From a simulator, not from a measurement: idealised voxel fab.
This section sets out a process module, namely voxel wiring stack.
Displayed cross-section: cut, width of 165 nm, square cells sized 5 nm.
Bands, listed from the top down, are how a cross-section gets written in this document; the cross-section itself is a grid of square cells, and a band is one or more rows of them. Each band's line starts with the height of the band's top and of its bottom, in nm. Then come its materials from left to right, each with its width in nm. One material with "everywhere" fills the band from edge to edge. "empty" is empty space. Height reference: 0 = level under which incoming wafer is all one material. Lowest band: no bottom, runs on downward, e.g. "top 0, no bottom". A width given as "30 to 40" starts at the first number in the band's top row and ends at the second number in its bottom row, shifting by an equal amount at every step from row to row. "everything unchanged" after a step means that no cell of the cross-section changed. Entry "Closed voids list" = empty spaces >= 8 cells with no open way to the top; each as width x height at distance, distance from left edge, all nm. What comes after the settings on a step's line is commentary from the simulator itself on that step. "overlay nm" on a masked step: distance the mask lay right of its planned place, negative for left.

# Steps planned for the process
step 1: RECEIVE,material Si
step 2: CONFORMAL_DEP,material SiO2,thk nm 10
step 3: CONFORMAL_DEP,material SiCN,thk nm 5
step 4: DIRECTIONAL_DEP,material lowk,thk nm 25
step 5: MASKED_ETCH,tone open,mask id METAL_1,width nm 30,pitch nm 45,etch materials lowk,depth nm 25,overlay nm 0
step 6: MASKED_ETCH,tone open,mask id METAL_1,width nm 30,pitch nm 45,etch materials SiCN,depth nm 5,overlay nm 0
step 7: CONFORMAL_DEP,material TiN,thk nm 5
step 8: FILL_DEP,material Cu,thk nm 5
step 9: CMP,height nm 40
step 10: EPI,material Ru,thk nm 5
step 11: FILL_DEP,material SiCN,thk nm 5
step 12: DIRECTIONAL_DEP,material SiO2,thk nm 30
step 13: MASKED_ETCH,tone open,mask id METAL_2_HOLES,width nm 15,pitch nm 45,etch materials SiO2,depth nm 30,overlay nm 0
step 14: PATTERN,tone open,mask id METAL_2,material resist,width nm 30,pitch nm 45,thk nm 20,overlay nm 0
step 15: DIRECTIONAL_ETCH,etch materials SiO2,depth nm 20
step 16: DIRECTIONAL_ETCH,etch materials SiCN,depth nm 5
step 17: STRIP,etch materials resist
step 18: CONFORMAL_DEP,material TiN,thk nm 5
step 19: FILL_DEP,material Cu,thk nm 10
step 20: CMP,height nm 80
step 21: CONFORMAL_DEP,material SiCN,thk nm 5
step 22: DIRECTIONAL_DEP,material lowk,thk nm 20
step 23: PATTERN,tone open,mask id PLUG_2,material resist,width nm 15,thk nm 15,overlay nm 0
step 24: DIRECTIONAL_ETCH,etch materials lowk,depth nm 20
step 25: DIRECTIONAL_ETCH,etch materials SiCN,depth nm 5
step 26: STRIP,etch materials resist
step 27: CONFORMAL_DEP,material TiN,thk nm 5
step 28: FILL_DEP,material Cu,thk nm 10
step 29: CMP,height nm 105
step 30: CONFORMAL_DEP,material SiCN,thk nm 5
step 31: DIRECTIONAL_DEP,material SiO2,thk nm 25
step 32: MASKED_ETCH,tone open,mask id METAL_3,width nm 30,pitch nm 45,etch materials SiO2,depth nm 25,overlay nm 0
step 33: MASKED_ETCH,tone open,mask id METAL_3,width nm 30,pitch nm 45,etch materials SiCN,depth nm 5,overlay nm 0
step 34: CONFORMAL_DEP,material TiN,thk nm 5
step 35: FILL_DEP,material Ru,thk nm 5
step 36: CMP,height nm 135
step 37: CONFORMAL_DEP,material SiCN,thk nm 5
step 38: DIRECTIONAL_DEP,material lowk,thk nm 10
step 39: MASKED_ETCH,tone open,mask id PLUG_3,width nm 15,etch materials lowk,depth nm 10,overlay nm 0
step 40: MASKED_ETCH,tone open,mask id PLUG_3,width nm 15,etch materials SiCN,depth nm 5,overlay nm 0
step 41: CONFORMAL_DEP,material TiN,thk nm 5
step 42: FILL_DEP,material W,thk nm 10
step 43: CMP,height nm 150
step 44: CONFORMAL_DEP,material SiN,thk nm 5
step 45: DIRECTIONAL_DEP,material SiO2,thk nm 20
step 46: MASKED_ETCH,tone open,mask id METAL_4,width nm 30,pitch nm 45,etch materials SiO2,depth nm 20,overlay nm 0
step 47: MASKED_ETCH,tone open,mask id METAL_4,width nm 30,pitch nm 45,etch materials SiN,depth nm 5,overlay nm 0
step 48: CONFORMAL_DEP,material TiN,thk nm 5
step 49: FILL_DEP,material Cu,thk nm 10
step 50: CMP,height nm 175
step 51: EPI,material Ru,thk nm 5
step 52: FILL_DEP,material SiCN,thk nm 5

# This is the cross-section of the wafer as we received it, i.e. after step 1
	top 0, no bottom | Si everywhere
	Closed voids list: none

# Post-module cross-section: identical start and plan to those above, one misstep in execution
	top 185, bottom 180 | SiCN everywhere
	top 180, bottom 175 | 40 nm SiCN, then 40 nm Ru, then 5 nm SiCN, then 40 nm Ru, then 40 nm SiCN
	top 175, bottom 155 | 45 nm SiO2, then 5 nm TiN, then 20 nm Cu, then 5 nm TiN, then 15 nm SiO2, then 5 nm TiN, then 20 nm Cu, then 5 nm TiN, then 45 nm SiO2
	top 155, bottom 150 | 45 nm SiN, then 30 nm TiN, then 15 nm SiN, then 30 nm TiN, then 45 nm SiN
	top 150, bottom 140 | 45 nm lowk, then 5 nm TiN, then 5 nm W, then 5 nm TiN, then 105 nm lowk
	top 140, bottom 135 | 45 nm SiCN, then 15 nm TiN, then 105 nm SiCN
	top 135, bottom 110 | 45 nm SiO2, then 5 nm TiN, then 20 nm Ru, then 5 nm TiN, then 15 nm SiO2, then 5 nm TiN, then 20 nm Ru, then 5 nm TiN, then 45 nm SiO2
	top 110, bottom 105 | 45 nm SiCN, then 30 nm TiN, then 15 nm SiCN, then 30 nm TiN, then 45 nm SiCN
	top 105, bottom 85 | 40 nm lowk, then 5 nm TiN, then 5 nm Cu, then 5 nm TiN, then 110 nm lowk
	top 85, bottom 80 | 40 nm SiCN, then 15 nm TiN, then 110 nm SiCN
	top 80, bottom 65 | 45 nm SiO2, then 5 nm TiN, then 20 nm Cu, then 5 nm TiN, then 15 nm SiO2, then 5 nm TiN, then 20 nm Cu, then 5 nm TiN, then 45 nm SiO2
	top 65, bottom 60 | 45 nm SiO2, then 5 nm TiN, then 5 nm Cu, then 20 nm TiN, then 15 nm SiO2, then 5 nm TiN, then 5 nm Cu, then 20 nm TiN, then 45 nm SiO2
	top 60, bottom 50 | 45 nm SiO2, then 5 nm TiN, then 5 nm Cu, then 5 nm TiN, then 30 nm SiO2, then 5 nm TiN, then 5 nm Cu, then 5 nm TiN, then 60 nm SiO2
	top 50, bottom 45 | 45 nm SiCN, then 15 nm TiN, then 30 nm SiCN, then 15 nm TiN, then 60 nm SiCN
	top 45, bottom 40 | 40 nm SiCN, then 40 nm Ru, then 5 nm SiCN, then 40 nm Ru, then 40 nm SiCN
	top 40, bottom 15 | 45 nm lowk, then 5 nm TiN, then 20 nm Cu, then 5 nm TiN, then 15 nm lowk, then 5 nm TiN, then 20 nm Cu, then 5 nm TiN, then 45 nm lowk
	top 15, bottom 10 | 45 nm SiCN, then 30 nm TiN, then 15 nm SiCN, then 30 nm TiN, then 45 nm SiCN
	top 10, bottom 0 | SiO2 everywhere
	top 0, no bottom | Si everywhere
	Closed voids list: none
Nonconformance to the process plan: step 23 was run on a setting that differed from the plan, and what really ran there is PATTERN,tone open,mask id PLUG_2,material resist,width nm 15,thk nm 15,overlay nm -5
